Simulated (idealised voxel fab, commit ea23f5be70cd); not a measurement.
Proc. module: voxel air gaps
In the cross-section labelled cut, the width is 175 nm and each square cell is 5 nm.
Cross-section layout: square cells on a grid; listed as bands, top to bottom; a band spans one or more cell rows.
Heights first: top, then bottom, in nm. Then materials, left to right, each with a width in nm. "all across" on a single material: fills the band edge to edge. "air": empty space.
Counting heights begins at 0, where everything beneath is, in the wafer as received, one material. The lowest band has no bottom; it goes on downwards, as "top 0, no bottom" shows.
Width spec "30..40" -> top row of cells at first value, bottom row at second value, equal per-row change in between.
Step note "remained unchanged" = no cross-section cell changed.
The entry "Internal closed voids" lists the empty spaces that cover at least 8 cells and have no open path to the top. Each is written as width x height at distance, where the distance is measured from the left edge and all three values are in nm.
Whatever follows a step's settings on its line is a remark the simulator itself makes about that step.
The line of a step may include "overlay nm". On a step with a mask, this value is how far to the right of its planned place the mask lay. A negative value means the mask lay to the left.
Process steps - plan:
- 1: RECEIVE: material Si
- 2: CONFORMAL_DEP: material SiO2, thk nm 15
- 3: CONFORMAL_DEP: material SiCN, thk nm 5
- 4: DIRECTIONAL_DEP: material SiO2, thk nm 30
- 5: DIRECTIONAL_DEP: material aC, thk nm 15
- 6: PATTERN: tone open, mask id LINES, material resist, width nm 25, pitch nm 50, thk nm 35, overlay nm 0
- 7: DIRECTIONAL_ETCH: etch materials aC, depth nm 15
- 8: STRIP: etch materials resist
- 9: DIRECTIONAL_ETCH: etch materials SiO2, depth nm 30
- 10: STRIP: etch materials aC
- 11: CONFORMAL_DEP: material TiN, thk nm 5
- 12: FILL_DEP: material Cu, thk nm 10
- 13: CMP: height nm 50
- 14: EPI: material Ru, thk nm 10
- 15: SELECTIVE_ETCH: etch materials SiO2, depth nm 40
- 16: CONFORMAL_DEP: material SiCN, thk nm 5
Step 1 complete: cross-section of the wafer as received:
> top 0, no bottom  Si all across
> Internal closed voids: none
Cross-section, end of module. Start: as above. Plan: as above. Execution: one mistake:
> top 65, bottom 60  SiCN all across
> top 60, bottom 50  Ru all across
> top 50, bottom 45  TiN 30 nm | Cu 15 nm | TiN 35 nm | Cu 15 nm | TiN 35 nm | Cu 15 nm | TiN 30 nm
> top 45, bottom 20  SiO2 25 nm | TiN 5 nm | Cu 15 nm | TiN 5 nm | SiO2 25 nm | TiN 5 nm | Cu 15 nm | TiN 5 nm | SiO2 25 nm | TiN 5 nm | Cu 15 nm | TiN 5 nm | SiO2 25 nm
> top 20, bottom 15  SiO2 25 nm | TiN 25 nm | SiO2 25 nm | TiN 25 nm | SiO2 25 nm | TiN 25 nm | SiO2 25 nm
> top 15, bottom 0  SiO2 all across
> top 0, no bottom  Si all across
> Internal closed voids: none
Which mistake was made when the wafer was run? execution of step 3 of the plan did not take place, the step having been omitted
